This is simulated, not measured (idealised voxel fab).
process module | voxel transistor to metal
cross-section cut | 300 nm wide | cells 5 nm
A cross-section is a grid of square cells, given in bands from the top down. A band is one or more rows of cells.
Each band's line starts with the height of the band's top and of its bottom, in nm. Then come its materials from left to right, each with its width in nm. One material with "throughout" fills the band from edge to edge. "air" is empty space.
Height 0 is the level under which the wafer as received is all one material. The lowest band goes on downwards, as in "0 down".
A width such as "30 to 40" changes by the same amount from each row of cells to the next, from the band's top row to its bottom row.
"no change" after a step means that no cell of the cross-section changed.
closed voids: empty space of 8 cells or more with no open way to the top, each as width x height at its distance from the left edge, in nm
after a step's settings: what the simulator itself notes on the step
overlay nm, on a step with a mask: how far to the right of its planned place the mask lay; to the left if negative
plan
1 op RECEIVE | material Si
2 op OXIDIZE | depth nm 5
3 op CONFORMAL_DEP | material SiN | thk nm 15
4 op PATTERN | tone cover | mask id ACTIVE | material resist | width nm 95 | pitch nm 115 | thk nm 20 | overlay nm 0
5 op DIRECTIONAL_ETCH | etch materials SiN | depth nm 15
6 op DIRECTIONAL_ETCH | etch materials SiO2 | depth nm 5
7 op DIRECTIONAL_ETCH | etch materials Si | depth nm 35
8 op STRIP | etch materials resist
9 op FILL_DEP | material SiO2 | thk nm 15
10 op CMP | height nm 15
11 op SELECTIVE_ETCH | etch materials SiO2 | depth nm 10
12 op STRIP | etch materials SiN
13 op SELECTIVE_ETCH | etch materials SiO2 | depth nm 5
14 op OXIDIZE | depth nm 5
15 op DIRECTIONAL_DEP | material polySi | thk nm 20
16 op DIRECTIONAL_DEP | material SiCN | thk nm 10
17 op PATTERN | tone cover | mask id GATE | material resist | width nm 25 | pitch nm 115 | thk nm 15 | overlay nm 0
18 op DIRECTIONAL_ETCH | etch materials SiCN | depth nm 20
19 op DIRECTIONAL_ETCH | etch materials polySi | depth nm 30
20 op STRIP | etch materials resist
21 op CONFORMAL_DEP | material SiN | thk nm 5
22 op DIRECTIONAL_ETCH | etch materials SiN | depth nm 5
23 op DIRECTIONAL_ETCH | etch materials SiO2 | depth nm 5
24 op EPI | material SiGe | thk nm 5
25 op FILL_DEP | material SiO2 | thk nm 10
26 op CMP | height nm 15
27 op STRIP | etch materials polySi
28 op SELECTIVE_ETCH | etch materials SiO2 | depth nm 5
29 op CONFORMAL_DEP | material HfO2 | thk nm 5
30 op CONFORMAL_DEP | material TiN | thk nm 5
31 op FILL_DEP | material W | thk nm 10
32 op CMP | height nm 10
33 op DIRECTIONAL_DEP | material SiO2 | thk nm 10
34 op DIRECTIONAL_DEP | material aC | thk nm 10
35 op PATTERN | tone open | mask id CONTACT | material resist | width nm 15 | thk nm 30 | overlay nm 0
36 op DIRECTIONAL_ETCH | etch materials aC | depth nm 10
37 op STRIP | etch materials resist
38 op DIRECTIONAL_ETCH | etch materials SiO2 | depth nm 25
39 op STRIP | etch materials aC
40 op CONFORMAL_DEP | material TiN | thk nm 5
41 op FILL_DEP | material Ru | thk nm 5
42 op CMP | height nm 20
43 op CONFORMAL_DEP | material SiN | thk nm 5
44 op DIRECTIONAL_DEP | material SiO2 | thk nm 25
45 op MASKED_ETCH | tone open | mask id METAL_1 | width nm 15 | etch materials SiO2 | depth nm 25 | overlay nm 0
46 op MASKED_ETCH | tone open | mask id METAL_1 | width nm 15 | etch materials SiN | depth nm 5 | overlay nm 0
47 op CONFORMAL_DEP | material TiN | thk nm 5
48 op FILL_DEP | material Ru | thk nm 10
49 op CMP | height nm 50
50 op CONFORMAL_DEP | material SiCN | thk nm 5
51 op DIRECTIONAL_DEP | material lowk | thk nm 30
52 op DIRECTIONAL_DEP | material aC | thk nm 10
53 op PATTERN | tone open | mask id METAL_2 | material resist | width nm 15 | pitch nm 115 | thk nm 25 | overlay nm 0
54 op DIRECTIONAL_ETCH | etch materials aC | depth nm 10
55 op STRIP | etch materials resist
56 op DIRECTIONAL_ETCH | etch materials lowk | depth nm 20
57 op STRIP | etch materials aC
58 op DIRECTIONAL_DEP | material aC | thk nm 15
59 op PATTERN | tone open | mask id METAL_2_HOLES | material resist | width nm 15 | pitch nm 115 | thk nm 30 | overlay nm 0
60 op DIRECTIONAL_ETCH | etch materials aC | depth nm 15
61 op STRIP | etch materials resist
62 op DIRECTIONAL_ETCH | etch materials lowk | depth nm 10
63 op DIRECTIONAL_ETCH | etch materials SiCN | depth nm 5
64 op STRIP | etch materials aC
65 op CONFORMAL_DEP | material TiN | thk nm 5
66 op FILL_DEP | material Ru | thk nm 10
67 op CMP | height nm 85
68 op CONFORMAL_DEP | material SiN | thk nm 5
as received, after step 1
  0 down: Si throughout
  closed voids: none
a wafer at the end: this start, this plan, one mistake
  90 to 85: SiN throughout
  85 to 55: lowk 50 | TiN 5 | Ru 5 | TiN 5 | lowk 100 | TiN 5 | Ru 5 | TiN 5 | lowk 120
  55 to 50: SiCN 50 | TiN 15 | SiCN 100 | TiN 15 | SiCN 120
  50 to 25: SiO2 50 | TiN 5 | Ru 5 | TiN 5 | SiO2 55 | TiN 5 | Ru 5 | TiN 5 | SiO2 30 | TiN 5 | Ru 5 | TiN 5 | SiO2 55 | TiN 5 | Ru 5 | TiN 5 | SiO2 50
  25 to 20: SiN 50 | TiN 15 | SiN 55 | TiN 15 | SiN 30 | TiN 15 | SiN 55 | TiN 15 | SiN 50
  20 to 10: SiO2 50 | TiN 5 | Ru 5 | TiN 5 | SiO2 55 | TiN 5 | Ru 5 | TiN 5 | SiO2 30 | TiN 5 | Ru 5 | TiN 5 | SiO2 55 | TiN 5 | Ru 5 | TiN 5 | SiO2 50
  10 to 0: SiO2 50 | TiN 5 | Ru 5 | TiN 5 | SiO2 10 | SiN 5 | HfO2 5 | TiN 5 | W 5 | TiN 5 | HfO2 5 | SiN 5 | SiO2 10 | TiN 5 | Ru 5 | TiN 5 | SiO2 30 | TiN 5 | Ru 5 | TiN 5 | SiO2 10 | SiN 5 | HfO2 5 | TiN 5 | W 5 | TiN 5 | HfO2 5 | SiN 5 | SiO2 10 | TiN 5 | Ru 5 | TiN 5 | SiO2 50
  0 to -5: SiO2 50 | TiN 15 | SiO2 10 | SiN 5 | HfO2 5 | TiN 15 | HfO2 5 | SiN 5 | SiO2 10 | TiN 15 | SiO2 30 | TiN 15 | SiO2 10 | SiN 5 | HfO2 5 | TiN 15 | HfO2 5 | SiN 5 | SiO2 10 | TiN 15 | SiO2 50
  -5 to -10: SiO2 40 | SiN 5 | SiGe 30 | HfO2 35 | SiGe 30 | SiN 5 | SiO2 10 | SiN 5 | SiGe 30 | HfO2 35 | SiGe 30 | SiN 5 | SiO2 40
  -10 to -15: SiO2 30 | SiN 5 | SiO2 5 | SiN 5 | SiO2 5 | Si 85 | SiO2 5 | SiN 5 | SiO2 10 | SiN 5 | SiO2 5 | Si 85 | SiO2 5 | SiN 5 | SiO2 5 | SiN 5 | SiO2 30
  -15 to -20: SiO2 50 | Si 85 | SiO2 30 | Si 85 | SiO2 50
  -20 to -40: SiO2 45 | Si 95 | SiO2 20 | Si 95 | SiO2 45
  -40 down: Si throughout
  closed voids: none
what went wrong: step 13 ran as: op SELECTIVE_ETCH | etch materials SiO2 | depth nm 15
